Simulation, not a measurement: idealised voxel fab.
Process module heading - voxel double patterning
Cross-section cut spans 170 nm and uses square cells 5 nm in size.
Format of a cross-section: grid, square cells. Given as bands. Order: top down. Band: one or more rows of cells. A band entry consists of two parts. The first gives the height of the band's top and the height of its bottom, in nm. The rest lists the band's materials from left to right, each with its width in nm. A single material labelled with the word "everywhere" fills the band from edge to edge, and the word "blank" marks empty space. Convention: height 0 is the level below which the wafer, as received, is all one material. The lowest band does not terminate at the bottom but continues downward, represented as "0 and below". So if you see something like "30 to 40" for the width, read it as the top row of the band sitting at the first number and the bottom row at the second, with every row in between moving by the same amount as the last. When a step is marked "nothing different", none of the cells in the cross-section changed during that step. If an empty space has no open way to the top and is at least 8 cells in size, "Unvented cavities" lists it, written width x height at distance, where distance is measured from the left edge and every value is in nm. Heads up: the bit after the settings on a step's line is the simulator's remark on that step. overlay nm: where the mask lay relative to plan, measured to the right, on steps with a mask; negatives go left.

## Intended process steps
1: RECEIVE: material Si
2: CONFORMAL_DEP: material SiO2, thk nm 5
3: DIRECTIONAL_DEP: material TiN, thk nm 20
4: DIRECTIONAL_DEP: material SiN, thk nm 10
5: MASKED_ETCH: tone open, mask id FIRST, width nm 15, pitch nm 50, etch materials SiN, depth nm 10, overlay nm 0
6: DIRECTIONAL_DEP: material aC, thk nm 10
7: PATTERN: tone open, mask id SECOND, material resist, width nm 15, thk nm 30, overlay nm 0
8: DIRECTIONAL_ETCH: etch materials aC, depth nm 10
9: STRIP: etch materials resist
10: DIRECTIONAL_ETCH: etch materials SiN, depth nm 10
11: STRIP: etch materials aC
12: DIRECTIONAL_ETCH: etch materials TiN, depth nm 20
13: STRIP: etch materials SiN

## first wafer, as planned

## Cross-section of the incoming wafer, state after step 1
    0 and below = Si everywhere
    Unvented cavities: none

## Upon completion of step 2, the wafer appears in cross-section as shown
    5 down to 0 = SiO2 everywhere
    Everything under 0 stays put, no change at all.

## Upon completion of step 3, the wafer appears in cross-section as shown
    25 down to 5 = TiN everywhere
    Everything under 5 stays put, no change at all.

## Upon completion of step 4, the wafer appears in cross-section as shown
    35 down to 25 = SiN everywhere
    Everything under 25 stays put, no change at all.

## Upon completion of step 5, the wafer appears in cross-section as shown
    35 down to 25 = SiN (50)  blank (15)  SiN (35)  blank (15)  SiN (55)
    Everything under 25 stays put, no change at all.

## Upon completion of step 6, the wafer appears in cross-section as shown
    45 down to 35 = aC (50)  blank (15)  aC (35)  blank (15)  aC (55)
    35 down to 25 = SiN (50)  aC (15)  SiN (35)  aC (15)  SiN (55)
    Everything under 25 stays put, no change at all.

## Upon completion of step 7, the wafer appears in cross-section as shown
    75 down to 45 = resist (75)  blank (15)  resist (80)
    45 down to 35 = aC (50)  resist (15)  aC (35)  resist (15)  aC (55)
    Everything under 35 stays put, no change at all.

## Upon completion of step 8, the wafer appears in cross-section as shown
    65 down to 45 = resist (75)  blank (15)  resist (80)
    45 down to 35 = aC (50)  resist (15)  aC (10)  blank (15)  aC (10)  resist (15)  aC (55)
    Everything under 35 stays put, no change at all.

## Upon completion of step 9, the wafer appears in cross-section as shown
    45 down to 35 = aC (50)  blank (15)  aC (10)  blank (15)  aC (10)  blank (15)  aC (55)
    Everything under 35 stays put, no change at all.

## Upon completion of step 10, the wafer appears in cross-section as shown
    45 down to 35 = aC (50)  blank (15)  aC (10)  blank (15)  aC (10)  blank (15)  aC (55)
    35 down to 25 = SiN (50)  aC (15)  SiN (10)  blank (15)  SiN (10)  aC (15)  SiN (55)
    Everything under 25 stays put, no change at all.

## Upon completion of step 11, the wafer appears in cross-section as shown
    35 down to 25 = SiN (50)  blank (15)  SiN (10)  blank (15)  SiN (10)  blank (15)  SiN (55)
    Everything under 25 stays put, no change at all.

## Upon completion of step 12, the wafer appears in cross-section as shown
    35 down to 25 = SiN (50)  blank (15)  SiN (10)  blank (15)  SiN (10)  blank (15)  SiN (55)
    25 down to 5 = TiN (50)  blank (15)  TiN (10)  blank (15)  TiN (10)  blank (15)  TiN (55)
    Everything under 5 stays put, no change at all.

## Upon completion of step 13, the wafer appears in cross-section as shown
    25 down to 5 = TiN (50)  blank (15)  TiN (10)  blank (15)  TiN (10)  blank (15)  TiN (55)
    Everything under 5 stays put, no change at all.

## Second wafer. Start and plan as for the first. One mistake made in running. Agrees with the first up to and including step 1

What the second wafer looks like in cross-section when step 2 should have wrapped up: nothing different

## What the second wafer looks like in cross-section when step 3 should have wrapped up
    20 down to 0 = TiN everywhere
    Everything under 0 stays put, no change at all.

## What the second wafer looks like in cross-section when step 4 should have wrapped up
    30 down to 20 = SiN everywhere
    Everything under 20 stays put, no change at all.

## What the second wafer looks like in cross-section when step 5 should have wrapped up
    30 down to 20 = SiN (50)  blank (15)  SiN (35)  blank (15)  SiN (55)
    Everything under 20 stays put, no change at all.

## What the second wafer looks like in cross-section when step 6 should have wrapped up
    40 down to 30 = aC (50)  blank (15)  aC (35)  blank (15)  aC (55)
    30 down to 20 = SiN (50)  aC (15)  SiN (35)  aC (15)  SiN (55)
    Everything under 20 stays put, no change at all.

## What the second wafer looks like in cross-section when step 7 should have wrapped up
    70 down to 40 = resist (75)  blank (15)  resist (80)
    40 down to 30 = aC (50)  resist (15)  aC (35)  resist (15)  aC (55)
    Everything under 30 stays put, no change at all.

## What the second wafer looks like in cross-section when step 8 should have wrapped up
    60 down to 40 = resist (75)  blank (15)  resist (80)
    40 down to 30 = aC (50)  resist (15)  aC (10)  blank (15)  aC (10)  resist (15)  aC (55)
    Everything under 30 stays put, no change at all.

## What the second wafer looks like in cross-section when step 9 should have wrapped up
    40 down to 30 = aC (50)  blank (15)  aC (10)  blank (15)  aC (10)  blank (15)  aC (55)
    Everything under 30 stays put, no change at all.

## What the second wafer looks like in cross-section when step 10 should have wrapped up
    40 down to 30 = aC (50)  blank (15)  aC (10)  blank (15)  aC (10)  blank (15)  aC (55)
    30 down to 20 = SiN (50)  aC (15)  SiN (10)  blank (15)  SiN (10)  aC (15)  SiN (55)
    Everything under 20 stays put, no change at all.

## What the second wafer looks like in cross-section when step 11 should have wrapped up
    30 down to 20 = SiN (50)  blank (15)  SiN (10)  blank (15)  SiN (10)  blank (15)  SiN (55)
    Everything under 20 stays put, no change at all.

## What the second wafer looks like in cross-section when step 12 should have wrapped up
    30 down to 20 = SiN (50)  blank (15)  SiN (10)  blank (15)  SiN (10)  blank (15)  SiN (55)
    20 down to 0 = TiN (50)  blank (15)  TiN (10)  blank (15)  TiN (10)  blank (15)  TiN (55)
    Everything under 0 stays put, no change at all.

## What the second wafer looks like in cross-section when step 13 should have wrapped up
    20 down to 0 = TiN (50)  blank (15)  TiN (10)  blank (15)  TiN (10)  blank (15)  TiN (55)
    Everything under 0 stays put, no change at all.
The mistake made against the process plan was this: it should be noted that step 2 of the plan was omitted and was not performed
Wrapping up, a cell-based count of both wafers puts the second over or under the first for these materials: SiO2 -34
